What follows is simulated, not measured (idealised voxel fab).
The document below concerns the process module designated voxel self aligned vias.
Cross-section cut spans 145 nm and uses square cells 5 nm in size.
In this document a cross-section is written as a grid of square cells. It is given as a series of bands, listed from the top down, and a band is one or more rows of cells. First you get the band's top height and its bottom height, in nm, and then the materials it's made of, left to right, with each width in nm. If you see a single material with "everywhere", that one covers the band edge to edge. "blank" is empty space. Beneath 0, the wafer as received is one material, and that level is where height counting begins. The lowest band goes on downward without a bottom; it is written like "0 -> down". The width entry "30->40" should be interpreted row by row: the top row of cells in the band takes the first number, the bottom row takes the second number, and the change between adjacent rows is uniform throughout. When a step is marked "remained unchanged", none of the cells in the cross-section changed during that step. Closed empty spaces (no open way to the top) of 8 cells or more are what "Fully closed voids" lists, each as width x height at distance from the left edge, nm for all three. Formally, on a step line, whatever follows the settings is a remark that the simulator itself makes on the step. The setting "overlay nm" may be written on the line of a step. When the step uses a mask, the value reports how far to the right of the planned place the mask lay, and a negative value reports that it lay to the left.

# Steps in the process plan
| 1 | RECEIVE | material Si |
| 2 | CONFORMAL_DEP | material SiO2 | thk nm 15 |
| 3 | CONFORMAL_DEP | material SiCN | thk nm 5 |
| 4 | DIRECTIONAL_DEP | material SiO2 | thk nm 20 |
| 5 | DIRECTIONAL_DEP | material aC | thk nm 15 |
| 6 | PATTERN | tone open | mask id LINES | material resist | width nm 25 | pitch nm 65 | thk nm 35 | overlay nm 0 |
| 7 | DIRECTIONAL_ETCH | etch materials aC | depth nm 15 |
| 8 | STRIP | etch materials resist |
| 9 | DIRECTIONAL_ETCH | etch materials SiO2 | depth nm 20 |
| 10 | STRIP | etch materials aC |
| 11 | CONFORMAL_DEP | material TiN | thk nm 5 |
| 12 | FILL_DEP | material Ru | thk nm 5 |
| 13 | CMP | height nm 40 |
| 14 | SELECTIVE_ETCH | etch materials W Ru TiN | depth nm 5 |
| 15 | FILL_DEP | material SiN | thk nm 5 |
| 16 | CMP | height nm 40 |
| 17 | DIRECTIONAL_DEP | material SiO2 | thk nm 20 |
| 18 | DIRECTIONAL_DEP | material aC | thk nm 10 |
| 19 | PATTERN | tone open | mask id VIAS | material resist | width nm 45 | thk nm 25 | overlay nm 0 |
| 20 | DIRECTIONAL_ETCH | etch materials aC | depth nm 10 |
| 21 | STRIP | etch materials resist |
| 22 | DIRECTIONAL_ETCH | etch materials SiO2 | depth nm 20 |
| 23 | DIRECTIONAL_ETCH | etch materials SiN | depth nm 5 |
| 24 | STRIP | etch materials aC |
| 25 | CONFORMAL_DEP | material TiN | thk nm 5 |
| 26 | FILL_DEP | material W | thk nm 10 |
| 27 | CMP | height nm 60 |
| 28 | CONFORMAL_DEP | material SiN | thk nm 5 |

# Cross-section of the wafer at receipt, which is the condition after step 1
- 0 -> down: Si everywhere
- Fully closed voids: none

# Look at the cross-section after the module: the wafer started out the way shown above and the plan was the one shown above, yet one mistake was made along the way
- 65 -> 60: SiN everywhere
- 60 -> 40: SiO2 (15)  TiN (5)  W (35)  TiN (5)  SiO2 (85)
- 40 -> 35: SiN (15)  TiN (45)  SiN (85)
- 35 -> 25: SiO2 (25)  TiN (5)  Ru (15)  TiN (5)  SiO2 (40)  TiN (5)  Ru (15)  TiN (5)  SiO2 (30)
- 25 -> 20: SiO2 (25)  TiN (25)  SiO2 (40)  TiN (25)  SiO2 (30)
- 20 -> 15: SiCN everywhere
- 15 -> 0: SiO2 everywhere
- 0 -> down: Si everywhere
- Fully closed voids: none
Processing error: step 4 ran differently from the plan; actual operation with settings: DIRECTIONAL_DEP | material SiO2 | thk nm 15
